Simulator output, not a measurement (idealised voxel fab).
process module | voxel transistor to metal
cross-section cut | 160 nm wide | cells 5 nm
A cross-section is a grid of square cells, given in bands from the top down. A band is one or more rows of cells.
Each band's line starts with the height of the band's top and of its bottom, in nm. Then come its materials from left to right, each with its width in nm. One material with "throughout" fills the band from edge to edge. "air" is empty space.
Height 0 is the level under which the wafer as received is all one material. The lowest band goes on downwards, as in "0 down".
A width such as "30 to 40" changes by the same amount from each row of cells to the next, from the band's top row to its bottom row.
"no change" after a step means that no cell of the cross-section changed.
closed voids: empty space of 8 cells or more with no open way to the top, each as width x height at its distance from the left edge, in nm
after a step's settings: what the simulator itself notes on the step
overlay nm, on a step with a mask: how far to the right of its planned place the mask lay; to the left if negative
plan
1 op RECEIVE | material Si
2 op CONFORMAL_DEP | material SiO2 | thk nm 5
3 op CONFORMAL_DEP | material SiN | thk nm 10
4 op PATTERN | tone cover | mask id ACTIVE | material resist | width nm 125 | thk nm 20 | overlay nm 0
5 op DIRECTIONAL_ETCH | etch materials SiN | depth nm 10
6 op DIRECTIONAL_ETCH | etch materials SiO2 | depth nm 5
7 op DIRECTIONAL_ETCH | etch materials Si | depth nm 35
8 op STRIP | etch materials resist
9 op FILL_DEP | material SiO2 | thk nm 15
10 op CMP | height nm 15
11 op SELECTIVE_ETCH | etch materials SiO2 | depth nm 5
12 op STRIP | etch materials SiN
13 op SELECTIVE_ETCH | etch materials SiO2 | depth nm 5
14 op OXIDIZE | depth nm 5
15 op DIRECTIONAL_DEP | material polySi | thk nm 20
16 op DIRECTIONAL_DEP | material SiCN | thk nm 10
17 op PATTERN | tone cover | mask id GATE | material resist | width nm 35 | thk nm 15 | overlay nm 0
18 op DIRECTIONAL_ETCH | etch materials SiCN | depth nm 20
19 op DIRECTIONAL_ETCH | etch materials polySi | depth nm 30
20 op STRIP | etch materials resist
21 op CONFORMAL_DEP | material SiO2 | thk nm 5
22 op DIRECTIONAL_ETCH | etch materials SiO2 | depth nm 5
23 op CONFORMAL_DEP | material SiN | thk nm 5
24 op DIRECTIONAL_ETCH | etch materials SiN | depth nm 5
25 op DIRECTIONAL_ETCH | etch materials SiO2 | depth nm 5
26 op DIRECTIONAL_ETCH | etch materials Si | depth nm 5
27 op EPI | material SiGe | thk nm 5
28 op FILL_DEP | material SiO2 | thk nm 5
29 op CMP | height nm 20
30 op STRIP | etch materials polySi
31 op SELECTIVE_ETCH | etch materials SiO2 | depth nm 5
32 op CONFORMAL_DEP | material HfO2 | thk nm 5
33 op CONFORMAL_DEP | material TiN | thk nm 5
34 op FILL_DEP | material W | thk nm 5
35 op CMP | height nm 15
36 op DIRECTIONAL_DEP | material SiO2 | thk nm 15
37 op MASKED_ETCH | tone open | mask id CONTACT | width nm 20 | pitch nm 85 | etch materials SiO2 | depth nm 35 | overlay nm 0
38 op CONFORMAL_DEP | material TiN | thk nm 5
39 op FILL_DEP | material Ru | thk nm 5
40 op CMP | height nm 30
41 op CONFORMAL_DEP | material SiN | thk nm 5
42 op DIRECTIONAL_DEP | material lowk | thk nm 20
43 op PATTERN | tone open | mask id METAL_1 | material resist | width nm 20 | pitch nm 85 | thk nm 20 | overlay nm 0
44 op DIRECTIONAL_ETCH | etch materials lowk | depth nm 20
45 op DIRECTIONAL_ETCH | etch materials SiN | depth nm 5
46 op STRIP | etch materials resist
47 op CONFORMAL_DEP | material TiN | thk nm 5
48 op FILL_DEP | material Ru | thk nm 5
49 op CMP | height nm 55
50 op CONFORMAL_DEP | material SiCN | thk nm 5
51 op DIRECTIONAL_DEP | material SiO2 | thk nm 30
52 op PATTERN | tone open | mask id METAL_2_HOLES | material resist | width nm 15 | pitch nm 85 | thk nm 20 | overlay nm 0
53 op DIRECTIONAL_ETCH | etch materials SiO2 | depth nm 30
54 op STRIP | etch materials resist
55 op PATTERN | tone open | mask id METAL_2 | material resist | width nm 20 | pitch nm 85 | thk nm 15 | overlay nm 0
56 op DIRECTIONAL_ETCH | etch materials SiO2 | depth nm 15
57 op DIRECTIONAL_ETCH | etch materials SiCN | depth nm 5
58 op STRIP | etch materials resist
59 op CONFORMAL_DEP | material TiN | thk nm 5
60 op FILL_DEP | material Cu | thk nm 10
61 op CMP | height nm 90
62 op CONFORMAL_DEP | material SiN | thk nm 5
as received, after step 1
  0 down: Si throughout
  closed voids: none
first wafer at the end, as planned
  95 to 90: SiN throughout
  90 to 80: SiO2 25 | TiN 5 | Cu 10 | TiN 5 | SiO2 65 | TiN 5 | Cu 10 | TiN 5 | SiO2 30
  80 to 75: SiO2 25 | TiN 5 | Cu 5 | TiN 10 | SiO2 65 | TiN 5 | Cu 5 | TiN 10 | SiO2 30
  75 to 60: SiO2 25 | TiN 5 | Cu 5 | TiN 5 | SiO2 70 | TiN 5 | Cu 5 | TiN 5 | SiO2 35
  60 to 55: SiCN 25 | TiN 15 | SiCN 70 | TiN 15 | SiCN 35
  55 to 35: lowk 25 | TiN 5 | Ru 10 | TiN 5 | lowk 65 | TiN 5 | Ru 10 | TiN 5 | lowk 30
  35 to 30: SiN 25 | TiN 20 | SiN 65 | TiN 20 | SiN 30
  30 to 15: SiO2 25 | TiN 5 | Ru 10 | TiN 5 | SiO2 65 | TiN 5 | Ru 10 | TiN 5 | SiO2 30
  15 to 5: SiO2 25 | TiN 5 | Ru 10 | TiN 5 | SiO2 5 | SiN 5 | HfO2 5 | TiN 5 | W 25 | TiN 5 | HfO2 5 | SiN 5 | SiO2 5 | TiN 5 | Ru 10 | TiN 5 | SiO2 30
  5 to 0: SiO2 15 | SiN 5 | SiO2 5 | TiN 5 | Ru 10 | TiN 5 | SiO2 5 | SiN 5 | HfO2 5 | TiN 35 | HfO2 5 | SiN 5 | SiO2 5 | TiN 5 | Ru 10 | TiN 5 | SiO2 5 | SiN 5 | SiO2 20
  0 to -5: SiO2 20 | SiGe 5 | TiN 20 | SiGe 5 | SiO2 5 | HfO2 45 | SiO2 5 | SiGe 5 | TiN 20 | SiGe 5 | SiO2 25
  -5 to -10: SiO2 15 | Si 5 | SiGe 30 | Si 55 | SiGe 30 | Si 5 | SiO2 20
  -10 to -35: SiO2 15 | Si 125 | SiO2 20
  -35 down: Si throughout
  closed voids: none
second wafer at the end: like start, like plan, one mistake
  95 to 90: SiN throughout
  90 to 80: SiO2 25 | TiN 5 | Cu 10 | TiN 5 | SiO2 65 | TiN 5 | Cu 10 | TiN 5 | SiO2 30
  80 to 75: SiO2 25 | TiN 5 | Cu 5 | TiN 10 | SiO2 65 | TiN 5 | Cu 5 | TiN 10 | SiO2 30
  75 to 60: SiO2 25 | TiN 5 | Cu 5 | TiN 5 | SiO2 70 | TiN 5 | Cu 5 | TiN 5 | SiO2 35
  60 to 55: SiCN 25 | TiN 15 | SiCN 70 | TiN 15 | SiCN 35
  55 to 35: lowk 15 | TiN 5 | Ru 10 | TiN 5 | lowk 65 | TiN 5 | Ru 10 | TiN 5 | lowk 40
  35 to 30: SiN 15 | TiN 20 | SiN 65 | TiN 20 | SiN 40
  30 to 15: SiO2 25 | TiN 5 | Ru 10 | TiN 5 | SiO2 65 | TiN 5 | Ru 10 | TiN 5 | SiO2 30
  15 to 5: SiO2 25 | TiN 5 | Ru 10 | TiN 5 | SiO2 5 | SiN 5 | HfO2 5 | TiN 5 | W 25 | TiN 5 | HfO2 5 | SiN 5 | SiO2 5 | TiN 5 | Ru 10 | TiN 5 | SiO2 30
  5 to 0: SiO2 15 | SiN 5 | SiO2 5 | TiN 5 | Ru 10 | TiN 5 | SiO2 5 | SiN 5 | HfO2 5 | TiN 35 | HfO2 5 | SiN 5 | SiO2 5 | TiN 5 | Ru 10 | TiN 5 | SiO2 5 | SiN 5 | SiO2 20
  0 to -5: SiO2 20 | SiGe 5 | TiN 20 | SiGe 5 | SiO2 5 | HfO2 45 | SiO2 5 | SiGe 5 | TiN 20 | SiGe 5 | SiO2 25
  -5 to -10: SiO2 15 | Si 5 | SiGe 30 | Si 55 | SiGe 30 | Si 5 | SiO2 20
  -10 to -35: SiO2 15 | Si 125 | SiO2 20
  -35 down: Si throughout
  closed voids: none
what went wrong: step 43 ran as: op PATTERN | tone open | mask id METAL_1 | material resist | width nm 20 | pitch nm 85 | thk nm 20 | overlay nm -10
at the end the second wafer has, in cells: as many of each material as the first, in other places
